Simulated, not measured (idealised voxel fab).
The name of this process module is voxel transistor to metal.
Displayed cross-section: cut, width of 195 nm, square cells sized 5 nm.
Cross-sections here: square-cell grids, written as top-down lists of bands, a band being one or more rows of cells. This entry defines a band. It first specifies the height of the band's top and the height of its bottom in nm, and then specifies the band's materials from left to right, stating each material with its width in nm. The word "throughout" identifies a single material that fills the band from edge to edge, while the word "blank" identifies empty space. All heights in this document are referenced to 0, defined as the level beneath which the wafer, as received, consists entirely of one material. The lowest band is not bounded below; it extends indefinitely downward and is written in the form "0 and below". The notation "30..40" denotes a width that varies across the rows of cells in the band, beginning at the first number in the top row, finishing at the second number in the bottom row, and changing by an identical amount from each row to the next. Key: "no change" - step with no changed cell in the cross-section. Listed in "Enclosed void entries": every empty space of 8 or more cells without an open way to the top. Form: width x height at distance, the distance being from the left edge, all in nm. On each step's line, the part that comes after the settings is the simulator's own comment on the step. The "overlay nm" setting may appear on a step's line; for a step that uses a mask, it gives how far to the right of its planned position the mask lay, and a negative value indicates the left.

## Process steps - plan
1 RECEIVE, material Si
2 OXIDIZE, depth nm 5
3 CONFORMAL_DEP, material SiN, thk nm 10
4 MASKED_ETCH, tone cover, mask id ACTIVE, width nm 115, etch materials SiN, depth nm 10, overlay nm 0
5 MASKED_ETCH, tone cover, mask id ACTIVE, width nm 115, etch materials SiO2, depth nm 5, overlay nm 0
6 MASKED_ETCH, tone cover, mask id ACTIVE, width nm 115, etch materials Si, depth nm 35, overlay nm 0
7 FILL_DEP, material SiO2, thk nm 10
8 CMP, height nm 10
9 SELECTIVE_ETCH, etch materials SiO2, depth nm 10
10 STRIP, etch materials SiN
11 SELECTIVE_ETCH, etch materials SiO2, depth nm 5
12 OXIDIZE, depth nm 5
13 DIRECTIONAL_DEP, material polySi, thk nm 30
14 DIRECTIONAL_DEP, material SiCN, thk nm 15
15 DIRECTIONAL_DEP, material aC, thk nm 10
16 PATTERN, tone cover, mask id GATE, material resist, width nm 25, thk nm 30, overlay nm 0
17 DIRECTIONAL_ETCH, etch materials aC, depth nm 10
18 STRIP, etch materials resist
19 DIRECTIONAL_ETCH, etch materials SiCN, depth nm 25
20 DIRECTIONAL_ETCH, etch materials polySi, depth nm 40
21 STRIP, etch materials aC
22 CONFORMAL_DEP, material SiO2, thk nm 5
23 DIRECTIONAL_ETCH, etch materials SiO2, depth nm 5
24 CONFORMAL_DEP, material SiN, thk nm 5
25 DIRECTIONAL_ETCH, etch materials SiN, depth nm 5
26 DIRECTIONAL_ETCH, etch materials SiO2, depth nm 5
27 EPI, material nSi, thk nm 5
28 FILL_DEP, material SiO2, thk nm 10
29 CMP, height nm 40
30 DIRECTIONAL_DEP, material SiO2, thk nm 10
31 PATTERN, tone open, mask id CONTACT, material resist, width nm 15, pitch nm 80, thk nm 15, overlay nm 0
32 DIRECTIONAL_ETCH, etch materials SiO2, depth nm 55
33 STRIP, etch materials resist
34 CONFORMAL_DEP, material TiN, thk nm 5
35 FILL_DEP, material Ru, thk nm 10
36 CMP, height nm 50
37 CONFORMAL_DEP, material SiN, thk nm 5
38 DIRECTIONAL_DEP, material SiO2, thk nm 20
39 DIRECTIONAL_DEP, material aC, thk nm 15
40 PATTERN, tone open, mask id METAL_1, material resist, width nm 15, pitch nm 80, thk nm 35, overlay nm 0
41 DIRECTIONAL_ETCH, etch materials aC, depth nm 15
42 STRIP, etch materials resist
43 DIRECTIONAL_ETCH, etch materials SiO2, depth nm 20
44 DIRECTIONAL_ETCH, etch materials SiN, depth nm 5
45 STRIP, etch materials aC
46 CONFORMAL_DEP, material TiN, thk nm 5
47 FILL_DEP, material Cu, thk nm 10
48 CMP, height nm 75
49 CONFORMAL_DEP, material SiCN, thk nm 5

## First wafer out of two, processed as planned

## So this is the incoming wafer in cross-section - it's already been through step 1
    0 and below | Si throughout
    Enclosed void entries: none

## After step 2: wafer cross-section
    0 down to -5 | SiO2 throughout
    Below -5, no change.

## After step 3: wafer cross-section
    10 down to 0 | SiN throughout
    Below 0, no change.

## After step 4: wafer cross-section
    10 down to 0 | blank=40 | SiN=115 | blank=40
    Below 0, no change.

## After step 5: wafer cross-section
    10 down to 0 | blank=40 | SiN=115 | blank=40
    0 down to -5 | blank=40 | SiO2=115 | blank=40
    Below -5, no change.

## After step 6: wafer cross-section
    10 down to 0 | blank=40 | SiN=115 | blank=40
    0 down to -5 | blank=40 | SiO2=115 | blank=40
    -5 down to -40 | blank=40 | Si=115 | blank=40
    Below -40, no change.

## After step 7: wafer cross-section
    20 down to 10 | SiO2 throughout
    10 down to 0 | SiO2=40 | SiN=115 | SiO2=40
    0 down to -5 | SiO2 throughout
    -5 down to -40 | SiO2=40 | Si=115 | SiO2=40
    Below -40, no change.

## After step 8: wafer cross-section
    10 down to 0 | SiO2=40 | SiN=115 | SiO2=40
    Below 0, no change.

## After step 9: wafer cross-section
    10 down to 0 | blank=40 | SiN=115 | blank=40
    Below 0, no change.

## After step 10: wafer cross-section
    0 down to -5 | SiO2 throughout
    Below -5, no change.

## After step 11: wafer cross-section
    -5 down to -40 | SiO2=40 | Si=115 | SiO2=40
    Below -40, no change.

## After step 12: wafer cross-section
    -5 down to -10 | SiO2 throughout
    Below -10, no change.

## After step 13: wafer cross-section
    25 down to -5 | polySi throughout
    Below -5, no change.

## After step 14: wafer cross-section
    40 down to 25 | SiCN throughout
    Below 25, no change.

## After step 15: wafer cross-section
    50 down to 40 | aC throughout
    Below 40, no change.

## After step 16: wafer cross-section
    80 down to 50 | blank=85 | resist=25 | blank=85
    Below 50, no change.

## After step 17: wafer cross-section
    70 down to 50 | blank=85 | resist=25 | blank=85
    50 down to 40 | blank=85 | aC=25 | blank=85
    Below 40, no change.

## After step 18: wafer cross-section
    50 down to 40 | blank=85 | aC=25 | blank=85
    Below 40, no change.

## After step 19: wafer cross-section
    50 down to 40 | blank=85 | aC=25 | blank=85
    40 down to 25 | blank=85 | SiCN=25 | blank=85
    Below 25, no change.

## After step 20: wafer cross-section
    50 down to 40 | blank=85 | aC=25 | blank=85
    40 down to 25 | blank=85 | SiCN=25 | blank=85
    25 down to -5 | blank=85 | polySi=25 | blank=85
    Below -5, no change.

## After step 21: wafer cross-section
    40 down to 25 | blank=85 | SiCN=25 | blank=85
    Below 25, no change.

## After step 22: wafer cross-section
    45 down to 40 | blank=80 | SiO2=35 | blank=80
    40 down to 25 | blank=80 | SiO2=5 | SiCN=25 | SiO2=5 | blank=80
    25 down to 0 | blank=80 | SiO2=5 | polySi=25 | SiO2=5 | blank=80
    0 down to -5 | SiO2=85 | polySi=25 | SiO2=85
    Below -5, no change.

## After step 23: wafer cross-section
    40 down to 25 | blank=80 | SiO2=5 | SiCN=25 | SiO2=5 | blank=80
    25 down to -5 | blank=80 | SiO2=5 | polySi=25 | SiO2=5 | blank=80
    Below -5, no change.

## After step 24: wafer cross-section
    45 down to 40 | blank=75 | SiN=45 | blank=75
    40 down to 25 | blank=75 | SiN=5 | SiO2=5 | SiCN=25 | SiO2=5 | SiN=5 | blank=75
    25 down to 0 | blank=75 | SiN=5 | SiO2=5 | polySi=25 | SiO2=5 | SiN=5 | blank=75
    0 down to -5 | SiN=80 | SiO2=5 | polySi=25 | SiO2=5 | SiN=80
    Below -5, no change.

## After step 25: wafer cross-section
    40 down to 25 | blank=75 | SiN=5 | SiO2=5 | SiCN=25 | SiO2=5 | SiN=5 | blank=75
    25 down to -5 | blank=75 | SiN=5 | SiO2=5 | polySi=25 | SiO2=5 | SiN=5 | blank=75
    Below -5, no change.

## After step 26: wafer cross-section
    40 down to 35 | blank=75 | SiN=5 | blank=5 | SiCN=25 | blank=5 | SiN=5 | blank=75
    35 down to 25 | blank=75 | SiN=5 | SiO2=5 | SiCN=25 | SiO2=5 | SiN=5 | blank=75
    25 down to -5 | blank=75 | SiN=5 | SiO2=5 | polySi=25 | SiO2=5 | SiN=5 | blank=75
    -5 down to -10 | blank=75 | SiO2=45 | blank=75
    Below -10, no change.

## After step 27: wafer cross-section
    40 down to 35 | blank=75 | SiN=5 | blank=5 | SiCN=25 | blank=5 | SiN=5 | blank=75
    35 down to 25 | blank=75 | SiN=5 | SiO2=5 | SiCN=25 | SiO2=5 | SiN=5 | blank=75
    25 down to -5 | blank=75 | SiN=5 | SiO2=5 | polySi=25 | SiO2=5 | SiN=5 | blank=75
    -5 down to -10 | blank=35 | nSi=40 | SiO2=45 | nSi=40 | blank=35
    Below -10, no change.

## After step 28: wafer cross-section
    50 down to 40 | SiO2 throughout
    40 down to 25 | SiO2=75 | SiN=5 | SiO2=5 | SiCN=25 | SiO2=5 | SiN=5 | SiO2=75
    25 down to -5 | SiO2=75 | SiN=5 | SiO2=5 | polySi=25 | SiO2=5 | SiN=5 | SiO2=75
    -5 down to -10 | SiO2=35 | nSi=40 | SiO2=45 | nSi=40 | SiO2=35
    Below -10, no change.

## After step 29: wafer cross-section
    40 down to 25 | SiO2=75 | SiN=5 | SiO2=5 | SiCN=25 | SiO2=5 | SiN=5 | SiO2=75
    Below 25, no change.

## After step 30: wafer cross-section
    50 down to 40 | SiO2 throughout
    Below 40, no change.

## After step 31: wafer cross-section
    65 down to 50 | resist=50 | blank=15 | resist=65 | blank=15 | resist=50
    Below 50, no change.

## After step 32: wafer cross-section
    65 down to 50 | resist=50 | blank=15 | resist=65 | blank=15 | resist=50
    50 down to 40 | SiO2=50 | blank=15 | SiO2=65 | blank=15 | SiO2=50
    40 down to 25 | SiO2=50 | blank=15 | SiO2=10 | SiN=5 | SiO2=5 | SiCN=25 | SiO2=5 | SiN=5 | SiO2=10 | blank=15 | SiO2=50
    25 down to -5 | SiO2=50 | blank=15 | SiO2=10 | SiN=5 | SiO2=5 | polySi=25 | SiO2=5 | SiN=5 | SiO2=10 | blank=15 | SiO2=50
    Below -5, no change.

## After step 33: wafer cross-section
    50 down to 40 | SiO2=50 | blank=15 | SiO2=65 | blank=15 | SiO2=50
    Below 40, no change.

## After step 34: wafer cross-section
    55 down to 50 | TiN=55 | blank=5 | TiN=75 | blank=5 | TiN=55
    50 down to 40 | SiO2=50 | TiN=5 | blank=5 | TiN=5 | SiO2=65 | TiN=5 | blank=5 | TiN=5 | SiO2=50
    40 down to 25 | SiO2=50 | TiN=5 | blank=5 | TiN=5 | SiO2=10 | SiN=5 | SiO2=5 | SiCN=25 | SiO2=5 | SiN=5 | SiO2=10 | TiN=5 | blank=5 | TiN=5 | SiO2=50
    25 down to 0 | SiO2=50 | TiN=5 | blank=5 | TiN=5 | SiO2=10 | SiN=5 | SiO2=5 | polySi=25 | SiO2=5 | SiN=5 | SiO2=10 | TiN=5 | blank=5 | TiN=5 | SiO2=50
    0 down to -5 | SiO2=50 | TiN=15 | SiO2=10 | SiN=5 | SiO2=5 | polySi=25 | SiO2=5 | SiN=5 | SiO2=10 | TiN=15 | SiO2=50
    Below -5, no change.

## After step 35: wafer cross-section
    65 down to 55 | Ru throughout
    55 down to 50 | TiN=55 | Ru=5 | TiN=75 | Ru=5 | TiN=55
    50 down to 40 | SiO2=50 | TiN=5 | Ru=5 | TiN=5 | SiO2=65 | TiN=5 | Ru=5 | TiN=5 | SiO2=50
    40 down to 25 | SiO2=50 | TiN=5 | Ru=5 | TiN=5 | SiO2=10 | SiN=5 | SiO2=5 | SiCN=25 | SiO2=5 | SiN=5 | SiO2=10 | TiN=5 | Ru=5 | TiN=5 | SiO2=50
    25 down to 0 | SiO2=50 | TiN=5 | Ru=5 | TiN=5 | SiO2=10 | SiN=5 | SiO2=5 | polySi=25 | SiO2=5 | SiN=5 | SiO2=10 | TiN=5 | Ru=5 | TiN=5 | SiO2=50
    Below 0, no change.

## After step 36: wafer cross-section
    50 down to 40 | SiO2=50 | TiN=5 | Ru=5 | TiN=5 | SiO2=65 | TiN=5 | Ru=5 | TiN=5 | SiO2=50
    Below 40, no change.

## After step 37: wafer cross-section
    55 down to 50 | SiN throughout
    Below 50, no change.

## After step 38: wafer cross-section
    75 down to 55 | SiO2 throughout
    Below 55, no change.

## After step 39: wafer cross-section
    90 down to 75 | aC throughout
    Below 75, no change.

## After step 40: wafer cross-section
    125 down to 90 | resist=50 | blank=15 | resist=65 | blank=15 | resist=50
    Below 90, no change.

## After step 41: wafer cross-section
    110 down to 90 | resist=50 | blank=15 | resist=65 | blank=15 | resist=50
    90 down to 75 | aC=50 | blank=15 | aC=65 | blank=15 | aC=50
    Below 75, no change.

## After step 42: wafer cross-section
    90 down to 75 | aC=50 | blank=15 | aC=65 | blank=15 | aC=50
    Below 75, no change.

## After step 43: wafer cross-section
    90 down to 75 | aC=50 | blank=15 | aC=65 | blank=15 | aC=50
    75 down to 55 | SiO2=50 | blank=15 | SiO2=65 | blank=15 | SiO2=50
    Below 55, no change.

## After step 44: wafer cross-section
    90 down to 75 | aC=50 | blank=15 | aC=65 | blank=15 | aC=50
    75 down to 55 | SiO2=50 | blank=15 | SiO2=65 | blank=15 | SiO2=50
    55 down to 50 | SiN=50 | blank=15 | SiN=65 | blank=15 | SiN=50
    Below 50, no change.

## After step 45: wafer cross-section
    75 down to 55 | SiO2=50 | blank=15 | SiO2=65 | blank=15 | SiO2=50
    Below 55, no change.

## After step 46: wafer cross-section
    80 down to 75 | TiN=55 | blank=5 | TiN=75 | blank=5 | TiN=55
    75 down to 55 | SiO2=50 | TiN=5 | blank=5 | TiN=5 | SiO2=65 | TiN=5 | blank=5 | TiN=5 | SiO2=50
    55 down to 50 | SiN=50 | TiN=15 | SiN=65 | TiN=15 | SiN=50
    Below 50, no change.

## After step 47: wafer cross-section
    90 down to 80 | Cu throughout
    80 down to 75 | TiN=55 | Cu=5 | TiN=75 | Cu=5 | TiN=55
    75 down to 55 | SiO2=50 | TiN=5 | Cu=5 | TiN=5 | SiO2=65 | TiN=5 | Cu=5 | TiN=5 | SiO2=50
    Below 55, no change.

## After step 48: wafer cross-section
    75 down to 55 | SiO2=50 | TiN=5 | Cu=5 | TiN=5 | SiO2=65 | TiN=5 | Cu=5 | TiN=5 | SiO2=50
    Below 55, no change.

## After step 49: wafer cross-section
    80 down to 75 | SiCN throughout
    Below 75, no change.

## Second wafer. Start and plan as for the first. One mistake made in running. Agrees with the first up to and including step 12

## The second wafer cut through, at the time step 13 was supposed to be finished
    25 down to -5 | SiN throughout
    Below -5, no change.

## The second wafer cut through, at the time step 14 was supposed to be finished
    40 down to 25 | SiCN throughout
    Below 25, no change.

## The second wafer cut through, at the time step 15 was supposed to be finished
    50 down to 40 | aC throughout
    Below 40, no change.

## The second wafer cut through, at the time step 16 was supposed to be finished
    80 down to 50 | blank=85 | resist=25 | blank=85
    Below 50, no change.

## The second wafer cut through, at the time step 17 was supposed to be finished
    70 down to 50 | blank=85 | resist=25 | blank=85
    50 down to 40 | blank=85 | aC=25 | blank=85
    Below 40, no change.

## The second wafer cut through, at the time step 18 was supposed to be finished
    50 down to 40 | blank=85 | aC=25 | blank=85
    Below 40, no change.

## The second wafer cut through, at the time step 19 was supposed to be finished
    50 down to 40 | blank=85 | aC=25 | blank=85
    40 down to 25 | blank=85 | SiCN=25 | blank=85
    Below 25, no change.

The second wafer cut through, at the time step 20 was supposed to be finished: no change

## The second wafer cut through, at the time step 21 was supposed to be finished
    40 down to 25 | blank=85 | SiCN=25 | blank=85
    Below 25, no change.

## The second wafer cut through, at the time step 22 was supposed to be finished
    45 down to 40 | blank=80 | SiO2=35 | blank=80
    40 down to 30 | blank=80 | SiO2=5 | SiCN=25 | SiO2=5 | blank=80
    30 down to 25 | SiO2=85 | SiCN=25 | SiO2=85
    Below 25, no change.

## The second wafer cut through, at the time step 23 was supposed to be finished
    40 down to 25 | blank=80 | SiO2=5 | SiCN=25 | SiO2=5 | blank=80
    Below 25, no change.

## The second wafer cut through, at the time step 24 was supposed to be finished
    45 down to 40 | blank=75 | SiN=45 | blank=75
    40 down to 30 | blank=75 | SiN=5 | SiO2=5 | SiCN=25 | SiO2=5 | SiN=5 | blank=75
    30 down to 25 | SiN=80 | SiO2=5 | SiCN=25 | SiO2=5 | SiN=80
    Below 25, no change.

## The second wafer cut through, at the time step 25 was supposed to be finished
    40 down to 25 | blank=75 | SiN=5 | SiO2=5 | SiCN=25 | SiO2=5 | SiN=5 | blank=75
    Below 25, no change.

## The second wafer cut through, at the time step 26 was supposed to be finished
    40 down to 35 | blank=75 | SiN=5 | blank=5 | SiCN=25 | blank=5 | SiN=5 | blank=75
    Below 35, no change.

The second wafer cut through, at the time step 27 was supposed to be finished: no change

## The second wafer cut through, at the time step 28 was supposed to be finished
    50 down to 40 | SiO2 throughout
    40 down to 25 | SiO2=75 | SiN=5 | SiO2=5 | SiCN=25 | SiO2=5 | SiN=5 | SiO2=75
    Below 25, no change.

## The second wafer cut through, at the time step 29 was supposed to be finished
    40 down to 25 | SiO2=75 | SiN=5 | SiO2=5 | SiCN=25 | SiO2=5 | SiN=5 | SiO2=75
    Below 25, no change.

## The second wafer cut through, at the time step 30 was supposed to be finished
    50 down to 40 | SiO2 throughout
    Below 40, no change.

## The second wafer cut through, at the time step 31 was supposed to be finished
    65 down to 50 | resist=50 | blank=15 | resist=65 | blank=15 | resist=50
    Below 50, no change.

## The second wafer cut through, at the time step 32 was supposed to be finished
    65 down to 50 | resist=50 | blank=15 | resist=65 | blank=15 | resist=50
    50 down to 40 | SiO2=50 | blank=15 | SiO2=65 | blank=15 | SiO2=50
    40 down to 25 | SiO2=50 | blank=15 | SiO2=10 | SiN=5 | SiO2=5 | SiCN=25 | SiO2=5 | SiN=5 | SiO2=10 | blank=15 | SiO2=50
    Below 25, no change.

## The second wafer cut through, at the time step 33 was supposed to be finished
    50 down to 40 | SiO2=50 | blank=15 | SiO2=65 | blank=15 | SiO2=50
    Below 40, no change.

## The second wafer cut through, at the time step 34 was supposed to be finished
    55 down to 50 | TiN=55 | blank=5 | TiN=75 | blank=5 | TiN=55
    50 down to 40 | SiO2=50 | TiN=5 | blank=5 | TiN=5 | SiO2=65 | TiN=5 | blank=5 | TiN=5 | SiO2=50
    40 down to 30 | SiO2=50 | TiN=5 | blank=5 | TiN=5 | SiO2=10 | SiN=5 | SiO2=5 | SiCN=25 | SiO2=5 | SiN=5 | SiO2=10 | TiN=5 | blank=5 | TiN=5 | SiO2=50
    30 down to 25 | SiO2=50 | TiN=15 | SiO2=10 | SiN=5 | SiO2=5 | SiCN=25 | SiO2=5 | SiN=5 | SiO2=10 | TiN=15 | SiO2=50
    Below 25, no change.

## The second wafer cut through, at the time step 35 was supposed to be finished
    65 down to 55 | Ru throughout
    55 down to 50 | TiN=55 | Ru=5 | TiN=75 | Ru=5 | TiN=55
    50 down to 40 | SiO2=50 | TiN=5 | Ru=5 | TiN=5 | SiO2=65 | TiN=5 | Ru=5 | TiN=5 | SiO2=50
    40 down to 30 | SiO2=50 | TiN=5 | Ru=5 | TiN=5 | SiO2=10 | SiN=5 | SiO2=5 | SiCN=25 | SiO2=5 | SiN=5 | SiO2=10 | TiN=5 | Ru=5 | TiN=5 | SiO2=50
    Below 30, no change.

## The second wafer cut through, at the time step 36 was supposed to be finished
    50 down to 40 | SiO2=50 | TiN=5 | Ru=5 | TiN=5 | SiO2=65 | TiN=5 | Ru=5 | TiN=5 | SiO2=50
    Below 40, no change.

## The second wafer cut through, at the time step 37 was supposed to be finished
    55 down to 50 | SiN throughout
    Below 50, no change.

## The second wafer cut through, at the time step 38 was supposed to be finished
    75 down to 55 | SiO2 throughout
    Below 55, no change.

## The second wafer cut through, at the time step 39 was supposed to be finished
    90 down to 75 | aC throughout
    Below 75, no change.

## The second wafer cut through, at the time step 40 was supposed to be finished
    125 down to 90 | resist=50 | blank=15 | resist=65 | blank=15 | resist=50
    Below 90, no change.

## The second wafer cut through, at the time step 41 was supposed to be finished
    110 down to 90 | resist=50 | blank=15 | resist=65 | blank=15 | resist=50
    90 down to 75 | aC=50 | blank=15 | aC=65 | blank=15 | aC=50
    Below 75, no change.

## The second wafer cut through, at the time step 42 was supposed to be finished
    90 down to 75 | aC=50 | blank=15 | aC=65 | blank=15 | aC=50
    Below 75, no change.

## The second wafer cut through, at the time step 43 was supposed to be finished
    90 down to 75 | aC=50 | blank=15 | aC=65 | blank=15 | aC=50
    75 down to 55 | SiO2=50 | blank=15 | SiO2=65 | blank=15 | SiO2=50
    Below 55, no change.

## The second wafer cut through, at the time step 44 was supposed to be finished
    90 down to 75 | aC=50 | blank=15 | aC=65 | blank=15 | aC=50
    75 down to 55 | SiO2=50 | blank=15 | SiO2=65 | blank=15 | SiO2=50
    55 down to 50 | SiN=50 | blank=15 | SiN=65 | blank=15 | SiN=50
    Below 50, no change.

## The second wafer cut through, at the time step 45 was supposed to be finished
    75 down to 55 | SiO2=50 | blank=15 | SiO2=65 | blank=15 | SiO2=50
    Below 55, no change.

## The second wafer cut through, at the time step 46 was supposed to be finished
    80 down to 75 | TiN=55 | blank=5 | TiN=75 | blank=5 | TiN=55
    75 down to 55 | SiO2=50 | TiN=5 | blank=5 | TiN=5 | SiO2=65 | TiN=5 | blank=5 | TiN=5 | SiO2=50
    55 down to 50 | SiN=50 | TiN=15 | SiN=65 | TiN=15 | SiN=50
    Below 50, no change.

## The second wafer cut through, at the time step 47 was supposed to be finished
    90 down to 80 | Cu throughout
    80 down to 75 | TiN=55 | Cu=5 | TiN=75 | Cu=5 | TiN=55
    75 down to 55 | SiO2=50 | TiN=5 | Cu=5 | TiN=5 | SiO2=65 | TiN=5 | Cu=5 | TiN=5 | SiO2=50
    Below 55, no change.

## The second wafer cut through, at the time step 48 was supposed to be finished
    75 down to 55 | SiO2=50 | TiN=5 | Cu=5 | TiN=5 | SiO2=65 | TiN=5 | Cu=5 | TiN=5 | SiO2=50
    Below 55, no change.

## The second wafer cut through, at the time step 49 was supposed to be finished
    80 down to 75 | SiCN throughout
    Below 75, no change.
What broke from the plan during processing? step 13: run off-plan, actual operation and settings DIRECTIONAL_DEP, material SiN, thk nm 30
The final cell counts differ between the wafers, with the second having more or fewer of some materials than the first: -12 Ru, +222 SiN, -140 SiO2, -24 TiN, -16 nSi, -30 polySi
